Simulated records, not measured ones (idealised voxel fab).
Herein follows the process module entitled voxel lift off.
205 nm wide, 5 nm square cells: that's cross-section cut.
A cross-section is a grid of square cells, given in bands from the top down. A band is one or more rows of cells. Top, bottom (nm), then materials left to right with widths (nm); lone material tagged "everywhere" fills the whole band edge to edge; "empty" = empty space. Zero point of the height axis is 0; under it, received wafer = one material. Lowest band: continues down indefinitely, "0..down". Width "30..40": first value at the band's top row of cells, second value at its bottom row, equal change from row to row. When a step is marked "nothing got changed", none of the cells in the cross-section changed during that step. Entry "Enclosed empty spaces". Content: empty spaces with no open connection to the top, size 8 cells or greater. Each: width x height at distance. Distance: from left edge. Unit: nm. If you see something after the settings on a step's line, that's the simulator's own remark about that step. Each step line may optionally specify "overlay nm", which for a step with a mask gives the rightward distance between the mask's planned place and where it lay, a negative value indicating the leftward direction.
[Process steps (planned)]
1,RECEIVE (material Si)
2,CONFORMAL_DEP (material Al2O3; thk nm 15)
3,PATTERN (tone open; mask id LINES; material resist; width nm 25; pitch nm 50; thk nm 20; overlay nm 0)
4,DIRECTIONAL_DEP (material Ru; thk nm 5)
5,STRIP (etch materials resist)
6,CONFORMAL_DEP (material SiN; thk nm 10)
[The first of the two wafers, which ran as planned]
[Cross-section: wafer on arrival = after step 1]
- 0..down | Si everywhere
- Enclosed empty spaces: none
[You're looking at a cross-section of the wafer after step 2]
- 15..0 | Al2O3 everywhere
- Under 0: no change, same as before.
[You're looking at a cross-section of the wafer after step 3]
- 35..15 | resist 65; empty 25; resist 25; empty 25; resist 65
- Under 15: no change, same as before.
[You're looking at a cross-section of the wafer after step 4]
- 40..35 | Ru 65; empty 25; Ru 25; empty 25; Ru 65
- 35..20 | resist 65; empty 25; resist 25; empty 25; resist 65
- 20..15 | resist 65; Ru 25; resist 25; Ru 25; resist 65
- Under 15: no change, same as before.
[You're looking at a cross-section of the wafer after step 5]
- 20..15 | empty 65; Ru 25; empty 25; Ru 25; empty 65
- Under 15: no change, same as before.
[You're looking at a cross-section of the wafer after step 6]
- 30..25 | empty 55; SiN 45; empty 5; SiN 45; empty 55
- 25..20 | SiN everywhere
- 20..15 | SiN 65; Ru 25; SiN 25; Ru 25; SiN 65
- Under 15: no change, same as before.
[Second Wafer (Identical Start and Plan, One Processing Error; Matches First Wafer Through Step 5)]
[The second wafer in cross-section, at the planned close of step 6]
- 35..30 | empty 50; SiN 105; empty 50
- 30..20 | SiN everywhere
- 20..15 | SiN 65; Ru 25; SiN 25; Ru 25; SiN 65
- Under 15: no change, same as before.
What was done differently from what was planned? for step 6, the planned setting was not used; the step was instead run as CONFORMAL_DEP (material SiN; thk nm 15)
Upon completion, the second wafer contains, in terms of cells, a greater or smaller amount of certain materials than the first wafer: 44 more of SiN
